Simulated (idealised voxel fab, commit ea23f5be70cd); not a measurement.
process module | voxel trench capacitor
FYI the section here is cut, 215 nm wide, cells are 5 nm squares.
Cross-section format: a grid of square cells, given as bands from top to bottom; each band is one or more rows of cells. Basically the band line says how high the top is and how high the bottom is, in nm, and then what's in it from left to right, every material with its width in nm. Empty space shows up as "air", and if a single material carries "all across" it runs the full band edge to edge. Basically, 0 is our baseline, since under it the wafer straight out of the box is all one material. The bottom band has no lower end and keeps on going down, so it looks like "0 nm and below". Top row gets the first number, bottom row gets the second, and each row in between changes by the same step: that is how a band width like "30..40" works. You'll sometimes find "same as before" written for a step, and that's the way of saying that nowhere in the cross-section did a cell change during that step. "Closed empty spaces" contains a list of empty spaces, each no smaller than 8 cells and without an open way to the top, written in the form width x height at distance with the distance from the left edge and all three in nm. Post-settings text on a step line: simulator's own remark regarding the step. For masked steps, "overlay nm" on the step line gives how far right of plan the mask actually lay; a minus sign means it lay to the left.
**plan**
1) op RECEIVE | material Si
2) op CONFORMAL_DEP | material SiN | thk nm 10
3) op MASKED_ETCH | tone open | mask id TRENCH | width nm 30 | pitch nm 45 | etch materials SiN | depth nm 10 | overlay nm 0
4) op MASKED_ETCH | tone open | mask id TRENCH | width nm 30 | pitch nm 45 | etch materials Si | depth nm 25 | overlay nm 0
5) op CONFORMAL_DEP | material Al2O3 | thk nm 5
6) op CONFORMAL_DEP | material TiN | thk nm 5
7) op FILL_DEP | material W | thk nm 5
8) op CMP | height nm 10
**first wafer, as planned**
**Shown in cross-section is the wafer as received, that is, as it stands after step 1**
> 0 nm and below = Si all across
> Closed empty spaces: none
**Cross-section of the wafer subsequent to step 2**
> 10 nm to 0 nm = SiN all across
> Nothing below the height 0 has changed.
**Cross-section of the wafer subsequent to step 3**
> 10 nm to 0 nm = SiN: 45, then air: 30, then SiN: 15, then air: 30, then SiN: 15, then air: 30, then SiN: 50
> Nothing below the height 0 has changed.
**Cross-section of the wafer subsequent to step 4**
> 10 nm to 0 nm = SiN: 45, then air: 30, then SiN: 15, then air: 30, then SiN: 15, then air: 30, then SiN: 50
> 0 nm to -25 nm = Si: 45, then air: 30, then Si: 15, then air: 30, then Si: 15, then air: 30, then Si: 50
> Nothing below the height -25 has changed.
**Cross-section of the wafer subsequent to step 5**
> 15 nm to 10 nm = Al2O3: 50, then air: 20, then Al2O3: 25, then air: 20, then Al2O3: 25, then air: 20, then Al2O3: 55
> 10 nm to 0 nm = SiN: 45, then Al2O3: 5, then air: 20, then Al2O3: 5, then SiN: 15, then Al2O3: 5, then air: 20, then Al2O3: 5, then SiN: 15, then Al2O3: 5, then air: 20, then Al2O3: 5, then SiN: 50
> 0 nm to -20 nm = Si: 45, then Al2O3: 5, then air: 20, then Al2O3: 5, then Si: 15, then Al2O3: 5, then air: 20, then Al2O3: 5, then Si: 15, then Al2O3: 5, then air: 20, then Al2O3: 5, then Si: 50
> -20 nm to -25 nm = Si: 45, then Al2O3: 30, then Si: 15, then Al2O3: 30, then Si: 15, then Al2O3: 30, then Si: 50
> Nothing below the height -25 has changed.
**Cross-section of the wafer subsequent to step 6**
> 20 nm to 15 nm = TiN: 55, then air: 10, then TiN: 35, then air: 10, then TiN: 35, then air: 10, then TiN: 60
> 15 nm to 10 nm = Al2O3: 50, then TiN: 5, then air: 10, then TiN: 5, then Al2O3: 25, then TiN: 5, then air: 10, then TiN: 5, then Al2O3: 25, then TiN: 5, then air: 10, then TiN: 5, then Al2O3: 55
> 10 nm to 0 nm = SiN: 45, then Al2O3: 5, then TiN: 5, then air: 10, then TiN: 5, then Al2O3: 5, then SiN: 15, then Al2O3: 5, then TiN: 5, then air: 10, then TiN: 5, then Al2O3: 5, then SiN: 15, then Al2O3: 5, then TiN: 5, then air: 10, then TiN: 5, then Al2O3: 5, then SiN: 50
> 0 nm to -15 nm = Si: 45, then Al2O3: 5, then TiN: 5, then air: 10, then TiN: 5, then Al2O3: 5, then Si: 15, then Al2O3: 5, then TiN: 5, then air: 10, then TiN: 5, then Al2O3: 5, then Si: 15, then Al2O3: 5, then TiN: 5, then air: 10, then TiN: 5, then Al2O3: 5, then Si: 50
> -15 nm to -20 nm = Si: 45, then Al2O3: 5, then TiN: 20, then Al2O3: 5, then Si: 15, then Al2O3: 5, then TiN: 20, then Al2O3: 5, then Si: 15, then Al2O3: 5, then TiN: 20, then Al2O3: 5, then Si: 50
> Nothing below the height -20 has changed.
**Cross-section of the wafer subsequent to step 7**
> 25 nm to 20 nm = W all across
> 20 nm to 15 nm = TiN: 55, then W: 10, then TiN: 35, then W: 10, then TiN: 35, then W: 10, then TiN: 60
> 15 nm to 10 nm = Al2O3: 50, then TiN: 5, then W: 10, then TiN: 5, then Al2O3: 25, then TiN: 5, then W: 10, then TiN: 5, then Al2O3: 25, then TiN: 5, then W: 10, then TiN: 5, then Al2O3: 55
> 10 nm to 0 nm = SiN: 45, then Al2O3: 5, then TiN: 5, then W: 10, then TiN: 5, then Al2O3: 5, then SiN: 15, then Al2O3: 5, then TiN: 5, then W: 10, then TiN: 5, then Al2O3: 5, then SiN: 15, then Al2O3: 5, then TiN: 5, then W: 10, then TiN: 5, then Al2O3: 5, then SiN: 50
> 0 nm to -15 nm = Si: 45, then Al2O3: 5, then TiN: 5, then W: 10, then TiN: 5, then Al2O3: 5, then Si: 15, then Al2O3: 5, then TiN: 5, then W: 10, then TiN: 5, then Al2O3: 5, then Si: 15, then Al2O3: 5, then TiN: 5, then W: 10, then TiN: 5, then Al2O3: 5, then Si: 50
> Nothing below the height -15 has changed.
**Cross-section of the wafer subsequent to step 8**
> 10 nm to 0 nm = SiN: 45, then Al2O3: 5, then TiN: 5, then W: 10, then TiN: 5, then Al2O3: 5, then SiN: 15, then Al2O3: 5, then TiN: 5, then W: 10, then TiN: 5, then Al2O3: 5, then SiN: 15, then Al2O3: 5, then TiN: 5, then W: 10, then TiN: 5, then Al2O3: 5, then SiN: 50
> Nothing below the height 0 has changed.
**The remaining wafer, second of the two, started like the first and was run to the same plan, except that one mistake was made along the way; the two coincide through step 4, inclusive**
Second wafer, section view, time point: scheduled end of step 5: same as before
**Second wafer, section view, time point: scheduled end of step 6**
> 15 nm to 10 nm = TiN: 50, then air: 20, then TiN: 25, then air: 20, then TiN: 25, then air: 20, then TiN: 55
> 10 nm to 0 nm = SiN: 45, then TiN: 5, then air: 20, then TiN: 5, then SiN: 15, then TiN: 5, then air: 20, then TiN: 5, then SiN: 15, then TiN: 5, then air: 20, then TiN: 5, then SiN: 50
> 0 nm to -20 nm = Si: 45, then TiN: 5, then air: 20, then TiN: 5, then Si: 15, then TiN: 5, then air: 20, then TiN: 5, then Si: 15, then TiN: 5, then air: 20, then TiN: 5, then Si: 50
> -20 nm to -25 nm = Si: 45, then TiN: 30, then Si: 15, then TiN: 30, then Si: 15, then TiN: 30, then Si: 50
> Nothing below the height -25 has changed.
**Second wafer, section view, time point: scheduled end of step 7**
> 20 nm to 15 nm = W all across
> 15 nm to 10 nm = TiN: 50, then W: 20, then TiN: 25, then W: 20, then TiN: 25, then W: 20, then TiN: 55
> 10 nm to 0 nm = SiN: 45, then TiN: 5, then W: 20, then TiN: 5, then SiN: 15, then TiN: 5, then W: 20, then TiN: 5, then SiN: 15, then TiN: 5, then W: 20, then TiN: 5, then SiN: 50
> 0 nm to -20 nm = Si: 45, then TiN: 5, then W: 20, then TiN: 5, then Si: 15, then TiN: 5, then W: 20, then TiN: 5, then Si: 15, then TiN: 5, then W: 20, then TiN: 5, then Si: 50
> Nothing below the height -20 has changed.
**Second wafer, section view, time point: scheduled end of step 8**
> 10 nm to 0 nm = SiN: 45, then TiN: 5, then W: 20, then TiN: 5, then SiN: 15, then TiN: 5, then W: 20, then TiN: 5, then SiN: 15, then TiN: 5, then W: 20, then TiN: 5, then SiN: 50
> Nothing below the height 0 has changed.
The plan and the run diverged here: with respect to the plan, step 5 was omitted and not executed
End check, counted in cells, second wafer has more or fewer of these materials than the first: 54 fewer of Al2O3; 12 more of TiN; 42 more of W
